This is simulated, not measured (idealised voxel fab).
Process module heading - voxel lift off
We display cut, a cross-section 195 nm in width whose square cells are each 5 nm.
For the purposes of this document, a cross-section shall be understood as a grid of square cells, specified as bands listed in top-to-bottom order, each band consisting of one or more rows of cells.
Top height, bottom height, nm. Materials left to right, width each, nm. Single material + "edge to edge" = fills band edge to edge. "empty" = empty.
Note: height 0 marks the level under which the wafer is uniformly one material as received. Lowest band unbounded below, written "0 and below".
Graded width ("30..40"): value in top row of band = first number; value in bottom row = second number; row-to-row change constant.
"remained the same" (step): cross-section cells unchanged, all of them.
You'll see "Completely sealed voids" listing empty spaces that have no way open to the top, as long as they're 8 cells or more; the notation is width x height at distance, where the distance is from the left edge, and all of it is in nm.
Anything after a step's settings on that line? It's the simulator's own note about the step.
When a step includes a mask, the "overlay nm" setting on its line states how far to the right of its planned place that mask lay, and negative values state how far to the left.

These are the steps we planned for the process
| 1 | RECEIVE: material Si |
| 2 | CONFORMAL_DEP: material Al2O3, thk nm 5 |
| 3 | PATTERN: tone open, mask id LINES, material resist, width nm 25, pitch nm 50, thk nm 30, overlay nm 0 |
| 4 | DIRECTIONAL_DEP: material Ru, thk nm 15 |
| 5 | STRIP: etch materials resist |
| 6 | CONFORMAL_DEP: material SiN, thk nm 10 |

First of two wafers, with the run carried out as planned

Delivered wafer in cross-section: state after step 1
> 0 and below  Si edge to edge
> Completely sealed voids: none

Cross-section of the wafer after step 2
> 5 down to 0  Al2O3 edge to edge
> At heights below 0, the structure remains unaltered.

Cross-section of the wafer after step 3
> 35 down to 5  resist (35) | empty (25) | resist (25) | empty (25) | resist (25) | empty (25) | resist (35)
> At heights below 5, the structure remains unaltered.

Cross-section of the wafer after step 4
> 50 down to 35  Ru (35) | empty (25) | Ru (25) | empty (25) | Ru (25) | empty (25) | Ru (35)
> 35 down to 20  resist (35) | empty (25) | resist (25) | empty (25) | resist (25) | empty (25) | resist (35)
> 20 down to 5  resist (35) | Ru (25) | resist (25) | Ru (25) | resist (25) | Ru (25) | resist (35)
> At heights below 5, the structure remains unaltered.

Cross-section of the wafer after step 5
> 20 down to 5  empty (35) | Ru (25) | empty (25) | Ru (25) | empty (25) | Ru (25) | empty (35)
> At heights below 5, the structure remains unaltered.

Cross-section of the wafer after step 6
> 30 down to 20  empty (25) | SiN (45) | empty (5) | SiN (45) | empty (5) | SiN (45) | empty (25)
> 20 down to 15  empty (25) | SiN (10) | Ru (25) | SiN (10) | empty (5) | SiN (10) | Ru (25) | SiN (10) | empty (5) | SiN (10) | Ru (25) | SiN (10) | empty (25)
> 15 down to 5  SiN (35) | Ru (25) | SiN (25) | Ru (25) | SiN (25) | Ru (25) | SiN (35)
> At heights below 5, the structure remains unaltered.

Second wafer: like start, like plan, one mistake. Through step 3 it matches the first wafer

Cross-section of the second wafer at the time by which step 4 should have been completed according to the plan
> 50 down to 35  Al2O3 (35) | empty (25) | Al2O3 (25) | empty (25) | Al2O3 (25) | empty (25) | Al2O3 (35)
> 35 down to 20  resist (35) | empty (25) | resist (25) | empty (25) | resist (25) | empty (25) | resist (35)
> 20 down to 5  resist (35) | Al2O3 (25) | resist (25) | Al2O3 (25) | resist (25) | Al2O3 (25) | resist (35)
> At heights below 5, the structure remains unaltered.

Cross-section of the second wafer at the time by which step 5 should have been completed according to the plan
> 20 down to 5  empty (35) | Al2O3 (25) | empty (25) | Al2O3 (25) | empty (25) | Al2O3 (25) | empty (35)
> At heights below 5, the structure remains unaltered.

Cross-section of the second wafer at the time by which step 6 should have been completed according to the plan
> 30 down to 20  empty (25) | SiN (45) | empty (5) | SiN (45) | empty (5) | SiN (45) | empty (25)
> 20 down to 15  empty (25) | SiN (10) | Al2O3 (25) | SiN (10) | empty (5) | SiN (10) | Al2O3 (25) | SiN (10) | empty (5) | SiN (10) | Al2O3 (25) | SiN (10) | empty (25)
> 15 down to 5  SiN (35) | Al2O3 (25) | SiN (25) | Al2O3 (25) | SiN (25) | Al2O3 (25) | SiN (35)
> At heights below 5, the structure remains unaltered.
The plan and the run diverged here: rather than as planned, step 4 actually ran as DIRECTIONAL_DEP: material Al2O3, thk nm 15
The closing comparison, in cells, has the second wafer with more or fewer of some materials than the first: 45 more of Al2O3 | 45 fewer of Ru
